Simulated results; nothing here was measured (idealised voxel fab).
A process module follows: voxel capacitor over wiring.
It is cross-section cut that appears here, measuring 270 nm in width, its square cells being 5 nm in size.
Each cross-section below is a grid of square cells, stated as bands in top-down order, with one or more rows of cells making up each band.
Band entry format. Leading values: height of top, height of bottom, nm. Remainder: materials in left-to-right order, each with its width in nm. Special words: "everywhere" on a single material, which then fills the band edge to edge; "empty", empty space.
A quick word on heights: they are counted from 0, and under that level the wafer as it came to us is one material throughout. The lowest band is different from the rest in having no bottom; it simply continues downward, written as in "0..down".
The notation "30 to 40" denotes a width that varies across the rows of cells in the band, beginning at the first number in the top row, finishing at the second number in the bottom row, and changing by an identical amount from each row to the next.
Basically "stayed the same" means that step didn't change any cell in the cross-section.
Each empty space that has no open way to the top and spans at least 8 cells appears under "Tabulated closed voids" as width x height at distance, the distance counted from the left edge, all in nm.
It should be noted that, on the line of a given step, the content following the step's settings is a remark produced by the simulator itself with respect to that step.
overlay nm: for a step with a mask, the amount by which the mask lay right of where it was planned; a negative amount means left of it.

**The planned process steps are enumerated hereunder**
| 1 | RECEIVE | material Si |
| 2 | CONFORMAL_DEP | material SiO2 | thk nm 10 |
| 3 | CONFORMAL_DEP | material SiN | thk nm 5 |
| 4 | DIRECTIONAL_DEP | material SiO2 | thk nm 20 |
| 5 | MASKED_ETCH | tone open | mask id METAL_1 | width nm 20 | pitch nm 85 | etch materials SiO2 | depth nm 20 | overlay nm 0 |
| 6 | MASKED_ETCH | tone open | mask id METAL_1 | width nm 20 | pitch nm 85 | etch materials SiN | depth nm 5 | overlay nm 0 |
| 7 | CONFORMAL_DEP | material TiN | thk nm 5 |
| 8 | FILL_DEP | material Cu | thk nm 10 |
| 9 | CMP | height nm 35 |
| 10 | CONFORMAL_DEP | material SiCN | thk nm 5 |
| 11 | DIRECTIONAL_DEP | material lowk | thk nm 20 |
| 12 | DIRECTIONAL_DEP | material aC | thk nm 15 |
| 13 | PATTERN | tone open | mask id PLUG_1 | material resist | width nm 15 | thk nm 35 | overlay nm 0 |
| 14 | DIRECTIONAL_ETCH | etch materials aC | depth nm 15 |
| 15 | STRIP | etch materials resist |
| 16 | DIRECTIONAL_ETCH | etch materials lowk | depth nm 20 |
| 17 | DIRECTIONAL_ETCH | etch materials SiCN | depth nm 5 |
| 18 | STRIP | etch materials aC |
| 19 | CONFORMAL_DEP | material TiN | thk nm 5 |
| 20 | FILL_DEP | material Ru | thk nm 5 |
| 21 | CMP | height nm 60 |
| 22 | DIRECTIONAL_DEP | material TiN | thk nm 10 |
| 23 | DIRECTIONAL_DEP | material HfO2 | thk nm 5 |
| 24 | DIRECTIONAL_DEP | material TiN | thk nm 5 |
| 25 | DIRECTIONAL_DEP | material aC | thk nm 5 |
| 26 | PATTERN | tone cover | mask id UPPER_PLATE | material resist | width nm 70 | thk nm 25 | overlay nm 0 |
| 27 | DIRECTIONAL_ETCH | etch materials aC | depth nm 10 |
| 28 | STRIP | etch materials resist |
| 29 | DIRECTIONAL_ETCH | etch materials TiN | depth nm 5 |
| 30 | DIRECTIONAL_ETCH | etch materials HfO2 | depth nm 5 |
| 31 | STRIP | etch materials aC |
| 32 | DIRECTIONAL_DEP | material aC | thk nm 15 |
| 33 | PATTERN | tone cover | mask id LOWER_PLATE | material resist | width nm 80 | thk nm 30 | overlay nm 0 |
| 34 | DIRECTIONAL_ETCH | etch materials aC | depth nm 15 |
| 35 | STRIP | etch materials resist |
| 36 | DIRECTIONAL_ETCH | etch materials TiN | depth nm 10 |
| 37 | STRIP | etch materials aC |
| 38 | FILL_DEP | material SiO2 | thk nm 20 |
| 39 | CMP | height nm 95 |
| 40 | PATTERN | tone open | mask id PLUG_2 | material resist | width nm 15 | thk nm 15 | overlay nm 0 |
| 41 | DIRECTIONAL_ETCH | etch materials SiO2 | depth nm 15 |
| 42 | STRIP | etch materials resist |
| 43 | CONFORMAL_DEP | material TiN | thk nm 5 |
| 44 | FILL_DEP | material Cu | thk nm 10 |
| 45 | CMP | height nm 95 |
| 46 | CONFORMAL_DEP | material SiCN | thk nm 5 |
Be aware that, although all wafers share a common starting state, the thk nm at step 25 differs among them, and the plan displays the first wafer's value.

**Cross-section of the first of several wafers as received (after step 1)**
* 0..down = Si everywhere
* Tabulated closed voids: none

**Wafer rows, end of module: cells per material gained (+) or lost (-) since receipt; closed voids last**
thk nm 5 | +18 Cu | +14 HfO2 | +4 Ru | +105 SiCN | +46 SiN | +601 SiO2 | +88 TiN | +204 lowk | Tabulated closed voids: none
thk nm 10 | +18 Cu | +14 HfO2 | +4 Ru | +105 SiCN | +46 SiN | +601 SiO2 | +88 TiN | +204 lowk | Tabulated closed voids: none
thk nm 15 | +18 Cu | +54 HfO2 | +4 Ru | +105 SiCN | +46 SiN | +483 SiO2 | +166 TiN | +204 lowk | Tabulated closed voids: none
thk nm 20 | +18 Cu | +54 HfO2 | +4 Ru | +105 SiCN | +46 SiN | +483 SiO2 | +166 TiN | +204 lowk | Tabulated closed voids: none
thk nm 25 | +18 Cu | +54 HfO2 | +4 Ru | +105 SiCN | +46 SiN | +483 SiO2 | +166 TiN | +204 lowk | Tabulated closed voids: none
